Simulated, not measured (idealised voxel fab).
process module | voxel self aligned vias
cross-section cut | 275 nm wide | cells 5 nm
A cross-section is a grid of square cells, given in bands from the top down. A band is one or more rows of cells.
Each band's line starts with the height of the band's top and of its bottom, in nm. Then come its materials from left to right, each with its width in nm. One material with "throughout" fills the band from edge to edge. "air" is empty space.
Height 0 is the level under which the wafer as received is all one material. The lowest band goes on downwards, as in "0 down".
A width such as "30 to 40" changes by the same amount from each row of cells to the next, from the band's top row to its bottom row.
"no change" after a step means that no cell of the cross-section changed.
closed voids: empty space of 8 cells or more with no open way to the top, each as width x height at its distance from the left edge, in nm
after a step's settings: what the simulator itself notes on the step
overlay nm, on a step with a mask: how far to the right of its planned place the mask lay; to the left if negative
plan
1 op RECEIVE | material Si
2 op CONFORMAL_DEP | material SiO2 | thk nm 10
3 op CONFORMAL_DEP | material SiCN | thk nm 5
4 op DIRECTIONAL_DEP | material lowk | thk nm 20
5 op DIRECTIONAL_DEP | material aC | thk nm 15
6 op PATTERN | tone open | mask id LINES | material resist | width nm 25 | pitch nm 60 | thk nm 35 | overlay nm 0
7 op DIRECTIONAL_ETCH | etch materials aC | depth nm 15
8 op STRIP | etch materials resist
9 op DIRECTIONAL_ETCH | etch materials lowk | depth nm 20
10 op STRIP | etch materials aC
11 op CONFORMAL_DEP | material TiN | thk nm 5
12 op FILL_DEP | material W | thk nm 5
13 op CMP | height nm 35
14 op SELECTIVE_ETCH | etch materials W Ru TiN | depth nm 5
15 op FILL_DEP | material SiN | thk nm 10
16 op CMP | height nm 25
17 op DIRECTIONAL_DEP | material lowk | thk nm 20
18 op PATTERN | tone open | mask id VIAS | material resist | width nm 35 | pitch nm 120 | thk nm 20 | overlay nm 0
19 op DIRECTIONAL_ETCH | etch materials lowk | depth nm 20
20 op DIRECTIONAL_ETCH | etch materials SiN | depth nm 5
21 op STRIP | etch materials resist
22 op CONFORMAL_DEP | material TiN | thk nm 5
23 op FILL_DEP | material W | thk nm 10
24 op CMP | height nm 55
25 op CONFORMAL_DEP | material SiCN | thk nm 5
varied across the wafers: height nm of step 16. The plan shows the first wafer's value. All wafers start alike
first wafer as received, after step 1
  0 down: Si throughout
  closed voids: none
each wafer at the end: cells of each material gained (+) or lost (-) since it was received, then its closed voids
height nm 25 | +110 SiCN | +110 SiO2 | +92 TiN | +104 W | +244 lowk | closed voids: none
height nm 30 | +110 SiCN | +110 SiO2 | +98 TiN | +58 W | +284 lowk | closed voids: none
height nm 35 | +110 SiCN | +5 SiN | +110 SiO2 | +57 TiN | +54 W | +324 lowk | closed voids: none
height nm 40 | +110 SiCN | +56 SiN | +110 SiO2 | +53 TiN | +48 W | +283 lowk | closed voids: none
height nm 45 | +110 SiCN | +111 SiN | +110 SiO2 | +49 TiN | +38 W | +242 lowk | closed voids: none
